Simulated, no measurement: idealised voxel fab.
process module | voxel double patterning
cross-section cut | 295 nm wide | cells 5 nm
A cross-section is a grid of square cells, given in bands from the top down. A band is one or more rows of cells.
Each band's line starts with the height of the band's top and of its bottom, in nm. Then come its materials from left to right, each with its width in nm. One material with "throughout" fills the band from edge to edge. "air" is empty space.
Height 0 is the level under which the wafer as received is all one material. The lowest band goes on downwards, as in "0 down".
A width such as "30 to 40" changes by the same amount from each row of cells to the next, from the band's top row to its bottom row.
"no change" after a step means that no cell of the cross-section changed.
closed voids: empty space of 8 cells or more with no open way to the top, each as width x height at its distance from the left edge, in nm
after a step's settings: what the simulator itself notes on the step
overlay nm, on a step with a mask: how far to the right of its planned place the mask lay; to the left if negative
plan
1 op RECEIVE | material Si
2 op CONFORMAL_DEP | material SiO2 | thk nm 10
3 op DIRECTIONAL_DEP | material polySi | thk nm 15
4 op DIRECTIONAL_DEP | material SiCN | thk nm 10
5 op MASKED_ETCH | tone open | mask id FIRST | width nm 15 | pitch nm 50 | etch materials SiCN | depth nm 10 | overlay nm 0
6 op DIRECTIONAL_DEP | material aC | thk nm 15
7 op PATTERN | tone open | mask id SECOND | material resist | width nm 15 | pitch nm 50 | thk nm 35 | overlay nm 0
8 op DIRECTIONAL_ETCH | etch materials aC | depth nm 15
9 op STRIP | etch materials resist
10 op DIRECTIONAL_ETCH | etch materials SiCN | depth nm 10
11 op STRIP | etch materials aC
12 op DIRECTIONAL_ETCH | etch materials polySi | depth nm 15
13 op STRIP | etch materials SiCN
as received, after step 1
  0 down: Si throughout
  closed voids: none
a wafer at the end: this start, this plan, one mistake
  25 to 15: SiO2 throughout
  15 to 0: polySi throughout
  0 down: Si throughout
  closed voids: none
what went wrong: steps 2 and 3 were swapped
